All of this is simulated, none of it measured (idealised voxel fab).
voxel double patterning: a process module
Section cut is 160 nm wide and gridded with 5 nm square cells.
In this document a cross-section is written as a grid of square cells. It is given as a series of bands, listed from the top down, and a band is one or more rows of cells. Quick guide to a band line: top height, bottom height (nm) up front; then every material left to right with its width in nm. Only one material and it's marked "everywhere"? Then it fills the band edge to edge. And "air" just means empty space. For the purposes of this specification, 0 denotes the height below which the wafer in its as-received condition is composed wholly of one material, and the lowermost band, lacking a lower limit, extends downward without end, as expressed in "0 down". The width entry "30->40" should be interpreted row by row: the top row of cells in the band takes the first number, the bottom row takes the second number, and the change between adjacent rows is uniform throughout. For the purposes of this document, the phrase "no change" attached to a step denotes that no cell within the cross-section was modified by that step. Any empty space of 8 cells or more lacking an open way to the top shows up in "Closed void roster" as width x height at distance, distance from the left edge, in nm. Formally, on a step line, whatever follows the settings is a remark that the simulator itself makes on the step. On any step carrying a mask, the "overlay nm" setting, if present on the step's line, tells how far right of its planned place the mask lay; negative values point to the left.

[Process steps - plan]
- 1: RECEIVE [material Si]
- 2: CONFORMAL_DEP [material SiN] [thk nm 5]
- 3: DIRECTIONAL_DEP [material SiO2] [thk nm 20]
- 4: DIRECTIONAL_DEP [material SiCN] [thk nm 5]
- 5: DIRECTIONAL_DEP [material aC] [thk nm 15]
- 6: PATTERN [tone open] [mask id FIRST] [material resist] [width nm 15] [pitch nm 50] [thk nm 30] [overlay nm 0]
- 7: DIRECTIONAL_ETCH [etch materials aC] [depth nm 15]
- 8: STRIP [etch materials resist]
- 9: DIRECTIONAL_ETCH [etch materials SiCN] [depth nm 5]
- 10: STRIP [etch materials aC]
- 11: DIRECTIONAL_DEP [material aC] [thk nm 10]
- 12: PATTERN [tone open] [mask id SECOND] [material resist] [width nm 15] [thk nm 25] [overlay nm 0]
- 13: DIRECTIONAL_ETCH [etch materials aC] [depth nm 10]
- 14: STRIP [etch materials resist]
- 15: DIRECTIONAL_ETCH [etch materials SiCN] [depth nm 5]
- 16: STRIP [etch materials aC]
- 17: DIRECTIONAL_ETCH [etch materials SiO2] [depth nm 20]
- 18: STRIP [etch materials SiCN]

[Wafer cross-section on receipt, i.e. after step 1]
0 down: Si everywhere
Closed void roster: none

[Same starting wafer, same plan as above, one mistake in the execution; this is the cross-section at the end of the module]
25 to 5: air 70 / SiO2 15 / air 75
5 to 0: SiN everywhere
0 down: Si everywhere
Closed void roster: none
what went wrong: step 12, actual vs plan mismatch, actual run PATTERN [tone cover] [mask id SECOND] [material resist] [width nm 15] [thk nm 25] [overlay nm 0]
